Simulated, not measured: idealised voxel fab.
You're looking at the process module voxel gate over fins.
This is section cut - it's 145 nm across, gridded in 5 nm square cells.
Cross-section format: a grid of square cells, given as bands from top to bottom; each band is one or more rows of cells. Within each band entry, the heights of the top and of the bottom of the band appear first, in that order and in nm; the materials of the band then follow from left to right, each with its corresponding width in nm. The designation "everywhere" on a single material indicates that it fills the band from edge to edge; the designation "empty" indicates empty space. The reference from which all heights are counted is 0, the level beneath which the as-received wafer is entirely one material; the lowest band, having no lower bound, proceeds downward and is written after the example "0 -> down". The width entry "30 to 40" should be interpreted row by row: the top row of cells in the band takes the first number, the bottom row takes the second number, and the change between adjacent rows is uniform throughout. "all unchanged" for a step: no cell of the cross-section changed in that step. If an empty space has no open way to the top and is at least 8 cells in size, "Voids, fully enclosed" lists it, written width x height at distance, where distance is measured from the left edge and every value is in nm. Where a step's line continues beyond its settings, the continuation is a remark by the simulator itself on that step. "overlay nm", when on a step's line for a step with a mask, measures how far to the right of its planned place the mask lay; a negative measure means to the left.

### Listed below are the process steps as planned
1 op RECEIVE | material Si
2 op CONFORMAL_DEP | material SiN | thk nm 10
3 op PATTERN | tone cover | mask id FINS | material resist | width nm 15 | pitch nm 35 | thk nm 15 | overlay nm 0
4 op DIRECTIONAL_ETCH | etch materials SiN | depth nm 10
5 op DIRECTIONAL_ETCH | etch materials Si | depth nm 40
6 op STRIP | etch materials resist
7 op FILL_DEP | material SiO2 | thk nm 5
8 op CMP | height nm 10
9 op SELECTIVE_ETCH | etch materials SiO2 | depth nm 25
10 op STRIP | etch materials SiN
11 op CONFORMAL_DEP | material HfO2 | thk nm 5
12 op CONFORMAL_DEP | material TiN | thk nm 5
13 op CONFORMAL_DEP | material TiAl | thk nm 5
14 op CONFORMAL_DEP | material TiN | thk nm 5
15 op FILL_DEP | material W | thk nm 10
16 op CMP | height nm 25
17 op CONFORMAL_DEP | material SiCN | thk nm 5

### First of two wafers: run as planned

### Wafer cross-section on receipt, i.e. after step 1
> 0 -> down = Si everywhere
> Voids, fully enclosed: none

### The wafer, seen in cross-section, after step 2
> 10 -> 0 = SiN everywhere
> Below a height of 0, the structure has not been altered.

### The wafer, seen in cross-section, after step 3
> 25 -> 10 = 45 empty / 15 resist / 20 empty / 15 resist / 50 empty
> Below a height of 10, the structure has not been altered.

### The wafer, seen in cross-section, after step 4
> 25 -> 10 = 45 empty / 15 resist / 20 empty / 15 resist / 50 empty
> 10 -> 0 = 45 empty / 15 SiN / 20 empty / 15 SiN / 50 empty
> Below a height of 0, the structure has not been altered.

### The wafer, seen in cross-section, after step 5
> 25 -> 10 = 45 empty / 15 resist / 20 empty / 15 resist / 50 empty
> 10 -> 0 = 45 empty / 15 SiN / 20 empty / 15 SiN / 50 empty
> 0 -> -40 = 45 empty / 15 Si / 20 empty / 15 Si / 50 empty
> Below a height of -40, the structure has not been altered.

### The wafer, seen in cross-section, after step 6
> 10 -> 0 = 45 empty / 15 SiN / 20 empty / 15 SiN / 50 empty
> Below a height of 0, the structure has not been altered.

### The wafer, seen in cross-section, after step 7
> 15 -> 10 = SiO2 everywhere
> 10 -> 0 = 45 SiO2 / 15 SiN / 20 SiO2 / 15 SiN / 50 SiO2
> 0 -> -40 = 45 SiO2 / 15 Si / 20 SiO2 / 15 Si / 50 SiO2
> Below a height of -40, the structure has not been altered.

### The wafer, seen in cross-section, after step 8
> 10 -> 0 = 45 SiO2 / 15 SiN / 20 SiO2 / 15 SiN / 50 SiO2
> Below a height of 0, the structure has not been altered.

### The wafer, seen in cross-section, after step 9
> 10 -> 0 = 45 empty / 15 SiN / 20 empty / 15 SiN / 50 empty
> 0 -> -15 = 45 empty / 15 Si / 20 empty / 15 Si / 50 empty
> Below a height of -15, the structure has not been altered.

### The wafer, seen in cross-section, after step 10
> 0 -> -15 = 45 empty / 15 Si / 20 empty / 15 Si / 50 empty
> Below a height of -15, the structure has not been altered.

### The wafer, seen in cross-section, after step 11
> 5 -> 0 = 40 empty / 25 HfO2 / 10 empty / 25 HfO2 / 45 empty
> 0 -> -10 = 40 empty / 5 HfO2 / 15 Si / 5 HfO2 / 10 empty / 5 HfO2 / 15 Si / 5 HfO2 / 45 empty
> -10 -> -15 = 45 HfO2 / 15 Si / 20 HfO2 / 15 Si / 50 HfO2
> Below a height of -15, the structure has not been altered.

### The wafer, seen in cross-section, after step 12
> 10 -> 5 = 35 empty / 70 TiN / 40 empty
> 5 -> 0 = 35 empty / 5 TiN / 25 HfO2 / 10 TiN / 25 HfO2 / 5 TiN / 40 empty
> 0 -> -5 = 35 empty / 5 TiN / 5 HfO2 / 15 Si / 5 HfO2 / 10 TiN / 5 HfO2 / 15 Si / 5 HfO2 / 5 TiN / 40 empty
> -5 -> -10 = 40 TiN / 5 HfO2 / 15 Si / 5 HfO2 / 10 TiN / 5 HfO2 / 15 Si / 5 HfO2 / 45 TiN
> Below a height of -10, the structure has not been altered.

### The wafer, seen in cross-section, after step 13
> 15 -> 10 = 30 empty / 80 TiAl / 35 empty
> 10 -> 5 = 30 empty / 5 TiAl / 70 TiN / 5 TiAl / 35 empty
> 5 -> 0 = 30 empty / 5 TiAl / 5 TiN / 25 HfO2 / 10 TiN / 25 HfO2 / 5 TiN / 5 TiAl / 35 empty
> 0 -> -5 = 35 TiAl / 5 TiN / 5 HfO2 / 15 Si / 5 HfO2 / 10 TiN / 5 HfO2 / 15 Si / 5 HfO2 / 5 TiN / 40 TiAl
> Below a height of -5, the structure has not been altered.

### The wafer, seen in cross-section, after step 14
> 20 -> 15 = 25 empty / 90 TiN / 30 empty
> 15 -> 10 = 25 empty / 5 TiN / 80 TiAl / 5 TiN / 30 empty
> 10 -> 5 = 25 empty / 5 TiN / 5 TiAl / 70 TiN / 5 TiAl / 5 TiN / 30 empty
> 5 -> 0 = 30 TiN / 5 TiAl / 5 TiN / 25 HfO2 / 10 TiN / 25 HfO2 / 5 TiN / 5 TiAl / 35 TiN
> Below a height of 0, the structure has not been altered.

### The wafer, seen in cross-section, after step 15
> 30 -> 20 = W everywhere
> 20 -> 15 = 25 W / 90 TiN / 30 W
> 15 -> 10 = 25 W / 5 TiN / 80 TiAl / 5 TiN / 30 W
> 10 -> 5 = 25 W / 5 TiN / 5 TiAl / 70 TiN / 5 TiAl / 5 TiN / 30 W
> Below a height of 5, the structure has not been altered.

### The wafer, seen in cross-section, after step 16
> 25 -> 20 = W everywhere
> Below a height of 20, the structure has not been altered.

### The wafer, seen in cross-section, after step 17
> 30 -> 25 = SiCN everywhere
> Below a height of 25, the structure has not been altered.

### Second of two: same start, same plan, one run error; steps up to and including 2 match the first

### Second wafer at the planned finish of step 3, seen in cross-section
> 25 -> 10 = 45 resist / 15 empty / 20 resist / 15 empty / 50 resist
> Below a height of 10, the structure has not been altered.

### Second wafer at the planned finish of step 4, seen in cross-section
> 25 -> 10 = 45 resist / 15 empty / 20 resist / 15 empty / 50 resist
> 10 -> 0 = 45 SiN / 15 empty / 20 SiN / 15 empty / 50 SiN
> Below a height of 0, the structure has not been altered.

### Second wafer at the planned finish of step 5, seen in cross-section
> 25 -> 10 = 45 resist / 15 empty / 20 resist / 15 empty / 50 resist
> 10 -> 0 = 45 SiN / 15 empty / 20 SiN / 15 empty / 50 SiN
> 0 -> -40 = 45 Si / 15 empty / 20 Si / 15 empty / 50 Si
> Below a height of -40, the structure has not been altered.

### Second wafer at the planned finish of step 6, seen in cross-section
> 10 -> 0 = 45 SiN / 15 empty / 20 SiN / 15 empty / 50 SiN
> Below a height of 0, the structure has not been altered.

### Second wafer at the planned finish of step 7, seen in cross-section
> 15 -> 10 = SiO2 everywhere
> 10 -> 0 = 45 SiN / 15 SiO2 / 20 SiN / 15 SiO2 / 50 SiN
> 0 -> -40 = 45 Si / 15 SiO2 / 20 Si / 15 SiO2 / 50 Si
> Below a height of -40, the structure has not been altered.

### Second wafer at the planned finish of step 8, seen in cross-section
> 10 -> 0 = 45 SiN / 15 SiO2 / 20 SiN / 15 SiO2 / 50 SiN
> Below a height of 0, the structure has not been altered.

### Second wafer at the planned finish of step 9, seen in cross-section
> 10 -> 0 = 45 SiN / 15 empty / 20 SiN / 15 empty / 50 SiN
> 0 -> -15 = 45 Si / 15 empty / 20 Si / 15 empty / 50 Si
> Below a height of -15, the structure has not been altered.

### Second wafer at the planned finish of step 10, seen in cross-section
> 0 -> -15 = 45 Si / 15 empty / 20 Si / 15 empty / 50 Si
> Below a height of -15, the structure has not been altered.

### Second wafer at the planned finish of step 11, seen in cross-section
> 5 -> 0 = 50 HfO2 / 5 empty / 30 HfO2 / 5 empty / 55 HfO2
> 0 -> -10 = 45 Si / 5 HfO2 / 5 empty / 5 HfO2 / 20 Si / 5 HfO2 / 5 empty / 5 HfO2 / 50 Si
> -10 -> -15 = 45 Si / 15 HfO2 / 20 Si / 15 HfO2 / 50 Si
> Below a height of -15, the structure has not been altered.

### Second wafer at the planned finish of step 12, seen in cross-section
> 10 -> 5 = TiN everywhere
> 5 -> 0 = 50 HfO2 / 5 TiN / 30 HfO2 / 5 TiN / 55 HfO2
> 0 -> -10 = 45 Si / 5 HfO2 / 5 TiN / 5 HfO2 / 20 Si / 5 HfO2 / 5 TiN / 5 HfO2 / 50 Si
> Below a height of -10, the structure has not been altered.

### Second wafer at the planned finish of step 13, seen in cross-section
> 15 -> 10 = TiAl everywhere
> Below a height of 10, the structure has not been altered.

### Second wafer at the planned finish of step 14, seen in cross-section
> 20 -> 15 = TiN everywhere
> Below a height of 15, the structure has not been altered.

### Second wafer at the planned finish of step 15, seen in cross-section
> 30 -> 20 = W everywhere
> Below a height of 20, the structure has not been altered.

### Second wafer at the planned finish of step 16, seen in cross-section
> 25 -> 20 = W everywhere
> Below a height of 20, the structure has not been altered.

### Second wafer at the planned finish of step 17, seen in cross-section
> 30 -> 25 = SiCN everywhere
> Below a height of 25, the structure has not been altered.
Finding, execution versus plan: planned and actual differ for step 3; actual: op PATTERN | tone open | mask id FINS | material resist | width nm 15 | pitch nm 35 | thk nm 15 | overlay nm 0
Counted in cells at the end, the second wafer holds more or fewer of these materials than the first: +136 Si, -85 SiO2, -6 TiAl, -12 TiN, -33 W
